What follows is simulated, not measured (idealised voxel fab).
Module name: voxel fin reveal (process module)
Square cells of 5 nm make up the cross-section cut, whose width is 150 nm.
Cross-section, as written here: a square-cell grid given band by band from the top down, where a band holds one or more rows of cells.
Heads up on the band format: heights come first, top then bottom, in nm. After that it's the materials left to right, each with its width in nm. A single material flagged "edge to edge" fills the whole band edge to edge, and "empty" means there's empty space there.
Zero point of the height axis is 0; under it, received wafer = one material. Lowest band: continues down indefinitely, "z 0 and below".
Quick explanation for "30..40": the width changes in equal steps down the rows of cells, from the first number in the band's top row to the second number in its bottom row.
Basically "no modification" means that step didn't change any cell in the cross-section.
If an empty space has no open way to the top and is at least 8 cells in size, "Fully enclosed voids" lists it, written width x height at distance, where distance is measured from the left edge and every value is in nm.
Text after the settings on a step's line: the simulator's own remark on that step.
The "overlay nm" setting may appear on a step's line; for a step that uses a mask, it gives how far to the right of its planned position the mask lay, and a negative value indicates the left.
Planned step list for the process:
1 RECEIVE, material Si
2 CONFORMAL_DEP, material SiN, thk nm 10
3 MASKED_ETCH, tone cover, mask id FINS, width nm 15, pitch nm 45, etch materials SiN, depth nm 10, overlay nm 0
4 MASKED_ETCH, tone cover, mask id FINS, width nm 15, pitch nm 45, etch materials Si, depth nm 30, overlay nm 0
5 OXIDIZE, depth nm 5
6 FILL_DEP, material SiO2, thk nm 5
7 CMP, height nm 10
8 SELECTIVE_ETCH, etch materials SiO2, depth nm 30
9 STRIP, etch materials SiN
What follows covers the first of two wafers; it ran as planned:
As-received wafer cross-section (after step 1):
- z 0 and below = Si edge to edge
- Fully enclosed voids: none
Take a look at the wafer's cross-section after step 2:
- z 10 to 0 = SiN edge to edge
- Everything under 0 stays put, no change at all.
Take a look at the wafer's cross-section after step 3:
- z 10 to 0 = empty=45; SiN=15; empty=30; SiN=15; empty=45
- Everything under 0 stays put, no change at all.
Take a look at the wafer's cross-section after step 4:
- z 10 to 0 = empty=45; SiN=15; empty=30; SiN=15; empty=45
- z 0 to -30 = empty=45; Si=15; empty=30; Si=15; empty=45
- Everything under -30 stays put, no change at all.
Take a look at the wafer's cross-section after step 5:
- z 10 to 0 = empty=45; SiN=15; empty=30; SiN=15; empty=45
- z 0 to -30 = empty=45; SiO2=5; Si=5; SiO2=5; empty=30; SiO2=5; Si=5; SiO2=5; empty=45
- z -30 to -35 = SiO2=50; Si=5; SiO2=40; Si=5; SiO2=50
- Everything under -35 stays put, no change at all.
Take a look at the wafer's cross-section after step 6:
- z 15 to 10 = SiO2 edge to edge
- z 10 to 0 = SiO2=45; SiN=15; SiO2=30; SiN=15; SiO2=45
- z 0 to -35 = SiO2=50; Si=5; SiO2=40; Si=5; SiO2=50
- Everything under -35 stays put, no change at all.
Take a look at the wafer's cross-section after step 7:
- z 10 to 0 = SiO2=45; SiN=15; SiO2=30; SiN=15; SiO2=45
- Everything under 0 stays put, no change at all.
Take a look at the wafer's cross-section after step 8:
- z 10 to 0 = empty=45; SiN=15; empty=30; SiN=15; empty=45
- z 0 to -20 = empty=50; Si=5; empty=40; Si=5; empty=50
- Everything under -20 stays put, no change at all.
Take a look at the wafer's cross-section after step 9:
- z 0 to -20 = empty=50; Si=5; empty=40; Si=5; empty=50
- Everything under -20 stays put, no change at all.
Now the other wafer: same start, same recipe, but we messed up one thing when running it. Up to and including step 2 it's the same as the first one:
Here is the second wafer in cross-section at the point where step 3 of the plan should have been done:
- z 10 to 0 = empty=55; SiN=15; empty=30; SiN=15; empty=35
- Everything under 0 stays put, no change at all.
Here is the second wafer in cross-section at the point where step 4 of the plan should have been done:
- z 10 to 0 = empty=55; SiN=15; empty=30; SiN=15; empty=35
- z 0 to -30 = empty=45; Si=25; empty=20; Si=25; empty=35
- Everything under -30 stays put, no change at all.
Here is the second wafer in cross-section at the point where step 5 of the plan should have been done:
- z 10 to 0 = empty=55; SiN=15; empty=30; SiN=15; empty=35
- z 0 to -5 = empty=45; SiO2=15; Si=5; SiO2=5; empty=20; SiO2=15; Si=5; SiO2=5; empty=35
- z -5 to -30 = empty=45; SiO2=5; Si=15; SiO2=5; empty=20; SiO2=5; Si=15; SiO2=5; empty=35
- z -30 to -35 = SiO2=50; Si=15; SiO2=30; Si=15; SiO2=40
- Everything under -35 stays put, no change at all.
Here is the second wafer in cross-section at the point where step 6 of the plan should have been done:
- z 15 to 10 = SiO2 edge to edge
- z 10 to 0 = SiO2=55; SiN=15; SiO2=30; SiN=15; SiO2=35
- z 0 to -5 = SiO2=60; Si=5; SiO2=40; Si=5; SiO2=40
- z -5 to -35 = SiO2=50; Si=15; SiO2=30; Si=15; SiO2=40
- Everything under -35 stays put, no change at all.
Here is the second wafer in cross-section at the point where step 7 of the plan should have been done:
- z 10 to 0 = SiO2=55; SiN=15; SiO2=30; SiN=15; SiO2=35
- Everything under 0 stays put, no change at all.
Here is the second wafer in cross-section at the point where step 8 of the plan should have been done:
- z 10 to 0 = empty=55; SiN=15; empty=30; SiN=15; empty=35
- z 0 to -5 = empty=60; Si=5; empty=40; Si=5; empty=40
- z -5 to -20 = empty=50; Si=15; empty=30; Si=15; empty=40
- Everything under -20 stays put, no change at all.
Here is the second wafer in cross-section at the point where step 9 of the plan should have been done:
- z 0 to -5 = empty=60; Si=5; empty=40; Si=5; empty=40
- Everything under -5 stays put, no change at all.
In executing the process, a mistake was made relative to the plan: heads up, step 3 didn't go per plan, it actually ran as MASKED_ETCH, tone cover, mask id FINS, width nm 15, pitch nm 45, etch materials SiN, depth nm 10, overlay nm 10
The closing comparison, in cells, has the second wafer with more or fewer of some materials than the first: Si: 24 more, SiO2: 12 fewer
